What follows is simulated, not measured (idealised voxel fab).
Process module, titled voxel wiring stack
Section shown: cut. Width: 195 nm. Cell size: 5 nm, square.
Heads up, the way a cross-section reads in here is a grid of square cells, handed over as bands from the top down, with every band being one or more rows of cells.
Quick guide to a band line: top height, bottom height (nm) up front; then every material left to right with its width in nm. Only one material and it's marked "throughout"? Then it fills the band edge to edge. And "air" just means empty space.
Height datum 0, below which the as-received substrate wafer is one material. Lowest band open at the bottom, running downward: "z 0 and below".
A width given as "30..40" starts at the first number in the band's top row and ends at the second number in its bottom row, shifting by an equal amount at every step from row to row.
Reading "nothing was modified" for a step: not a cell of the cross-section changed in it.
Listed in "Enclosed empty spaces": every empty space of 8 or more cells without an open way to the top. Form: width x height at distance, the distance being from the left edge, all in nm.
If you see something after the settings on a step's line, that's the simulator's own remark about that step.
overlay nm: for a step with a mask, the amount by which the mask lay right of where it was planned; a negative amount means left of it.

[Steps planned for the process]
1,RECEIVE (material Si)
2,CONFORMAL_DEP (material SiO2; thk nm 15)
3,DIRECTIONAL_DEP (material TiN; thk nm 5)
4,DIRECTIONAL_DEP (material Ru; thk nm 25)
5,PATTERN (tone cover; mask id METAL_1; material resist; width nm 30; pitch nm 45; thk nm 20; overlay nm 0)
6,DIRECTIONAL_ETCH (etch materials Ru; depth nm 25)
7,DIRECTIONAL_ETCH (etch materials TiN; depth nm 5)
8,STRIP (etch materials resist)
9,CONFORMAL_DEP (material SiN; thk nm 5)
10,FILL_DEP (material lowk; thk nm 10)
11,CMP (height nm 45)
12,CONFORMAL_DEP (material SiCN; thk nm 5)
13,DIRECTIONAL_DEP (material lowk; thk nm 15)
14,PATTERN (tone open; mask id PLUG_1; material resist; width nm 15; pitch nm 90; thk nm 15; overlay nm 0)
15,DIRECTIONAL_ETCH (etch materials lowk; depth nm 15)
16,DIRECTIONAL_ETCH (etch materials SiCN; depth nm 5)
17,STRIP (etch materials resist)
18,CONFORMAL_DEP (material TiN; thk nm 5)
19,FILL_DEP (material Cu; thk nm 10)
20,CMP (height nm 65)
21,CONFORMAL_DEP (material SiCN; thk nm 5)
22,DIRECTIONAL_DEP (material SiO2; thk nm 15)
23,MASKED_ETCH (tone open; mask id METAL_2; width nm 30; pitch nm 45; etch materials SiO2; depth nm 15; overlay nm 0)
24,MASKED_ETCH (tone open; mask id METAL_2; width nm 30; pitch nm 45; etch materials SiCN; depth nm 5; overlay nm 0)
25,CONFORMAL_DEP (material TiN; thk nm 5)
26,FILL_DEP (material W; thk nm 5)
27,CMP (height nm 85)
28,CONFORMAL_DEP (material SiCN; thk nm 5)
29,DIRECTIONAL_DEP (material lowk; thk nm 35)
30,PATTERN (tone open; mask id METAL_3; material resist; width nm 30; pitch nm 45; thk nm 15; overlay nm 0)
31,DIRECTIONAL_ETCH (etch materials lowk; depth nm 20)
32,STRIP (etch materials resist)
33,PATTERN (tone open; mask id METAL_3_HOLES; material resist; width nm 15; pitch nm 90; thk nm 20; overlay nm 0)
34,DIRECTIONAL_ETCH (etch materials lowk; depth nm 15)
35,DIRECTIONAL_ETCH (etch materials SiCN; depth nm 5)
36,STRIP (etch materials resist)
37,CONFORMAL_DEP (material TiN; thk nm 5)
38,FILL_DEP (material Cu; thk nm 10)
39,CMP (height nm 125)
40,CONFORMAL_DEP (material SiCN; thk nm 5)

[So this is the incoming wafer in cross-section - it's already been through step 1]
z 0 and below: Si throughout
Enclosed empty spaces: none

[Same starting wafer, same plan as above, one mistake in the execution; this is the cross-section at the end of the module]
z 130 to 125: SiCN throughout
z 125 to 115: 45 Cu | 5 TiN | 15 lowk | 5 TiN | 5 Cu | 5 TiN | 30 lowk | 5 TiN | 20 Cu | 5 TiN | 15 lowk | 5 TiN | 35 Cu
z 115 to 110: 30 Cu | 20 TiN | 15 lowk | 5 TiN | 5 Cu | 5 TiN | 30 lowk | 5 TiN | 5 Cu | 20 TiN | 15 lowk | 5 TiN | 35 Cu
z 110 to 105: 35 TiN | 30 lowk | 15 TiN | 30 lowk | 15 TiN | 30 lowk | 40 TiN
z 105 to 90: lowk throughout
z 90 to 85: SiCN throughout
z 85 to 70: 35 SiO2 | 5 TiN | 20 W | 5 TiN | 15 SiO2 | 5 TiN | 20 W | 5 TiN | 15 SiO2 | 5 TiN | 20 W | 5 TiN | 40 SiO2
z 70 to 65: 35 SiCN | 30 TiN | 15 SiCN | 30 TiN | 15 SiCN | 30 TiN | 40 SiCN
z 65 to 50: 35 lowk | 5 TiN | 5 Cu | 5 TiN | 75 lowk | 5 TiN | 5 Cu | 5 TiN | 55 lowk
z 50 to 45: 35 SiCN | 15 TiN | 75 SiCN | 15 TiN | 55 SiCN
z 45 to 20: 30 lowk | 5 SiN | 30 Ru | 5 SiN | 5 lowk | 5 SiN | 30 Ru | 5 SiN | 5 lowk | 5 SiN | 30 Ru | 5 SiN | 35 lowk
z 20 to 15: 35 SiN | 30 TiN | 15 SiN | 30 TiN | 15 SiN | 30 TiN | 40 SiN
z 15 to 0: SiO2 throughout
z 0 and below: Si throughout
Enclosed empty spaces: none
What was done differently from what was planned? off-plan run, step 30, actual operation and settings PATTERN (tone cover; mask id METAL_3; material resist; width nm 30; pitch nm 45; thk nm 15; overlay nm 0)
